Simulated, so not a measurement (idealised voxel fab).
The document below concerns the process module designated voxel spacer lines.
Pictured: cross-section cut, 160 nm wide, on a grid of 5 nm square cells.
Reading order for cross-sections: top band down to bottom band. Underlying form: a grid of square cells. Band size: one or more rows of cells. Each band's line starts with the height of the band's top and of its bottom, in nm. Then come its materials from left to right, each with its width in nm. One material with "everywhere" fills the band from edge to edge. "blank" is empty space. Beneath 0, the wafer as received is one material, and that level is where height counting begins. The lowest band goes on downward without a bottom; it is written like "from 0 down". Width "30 to 40": first value at the band's top row of cells, second value at its bottom row, equal change from row to row. It should be understood that the words "nothing was modified", when stated for a given step, signify that the cross-section underwent no change in any of its cells during that step. What "Fully enclosed voids" gives you is every empty space of 8 cells or more that is cut off from the top. Each appears as width x height at distance, with the distance taken from the left edge and width, height and distance all in nm. Formally, on a step line, whatever follows the settings is a remark that the simulator itself makes on the step. Steps that use a mask can have "overlay nm" on their line. It says how far the mask sat to the right of where it was meant to be. Negative means to the left.
**The process steps that were planned are listed below**
1. RECEIVE,material Si
2. CONFORMAL_DEP,material Al2O3,thk nm 5
3. DIRECTIONAL_DEP,material TiN,thk nm 15
4. DIRECTIONAL_DEP,material polySi,thk nm 20
5. PATTERN,tone cover,mask id MANDREL,material resist,width nm 25,pitch nm 80,thk nm 30,overlay nm 0
6. DIRECTIONAL_ETCH,etch materials polySi,depth nm 20
7. STRIP,etch materials resist
8. CONFORMAL_DEP,material SiO2,thk nm 15
9. DIRECTIONAL_ETCH,etch materials SiO2,depth nm 15
10. STRIP,etch materials polySi
11. DIRECTIONAL_ETCH,etch materials TiN,depth nm 15
12. STRIP,etch materials SiO2
13. FILL_DEP,material lowk,thk nm 10
14. CMP,height nm 20
**Incoming wafer, cross-sectional view, post step 1**
  from 0 down = Si everywhere
  Fully enclosed voids: none
**Post-module cross-section: identical start and plan to those above, one misstep in execution**
  from 20 to 15 = lowk everywhere
  from 15 to 0 = 10 lowk, then 15 TiN, then 25 lowk, then 15 TiN, then 25 lowk, then 15 TiN, then 25 lowk, then 15 TiN, then 15 lowk
  from 0 down = Si everywhere
  Fully enclosed voids: none
Here's what went sideways: step 2 of the plan got skipped, so it never ran
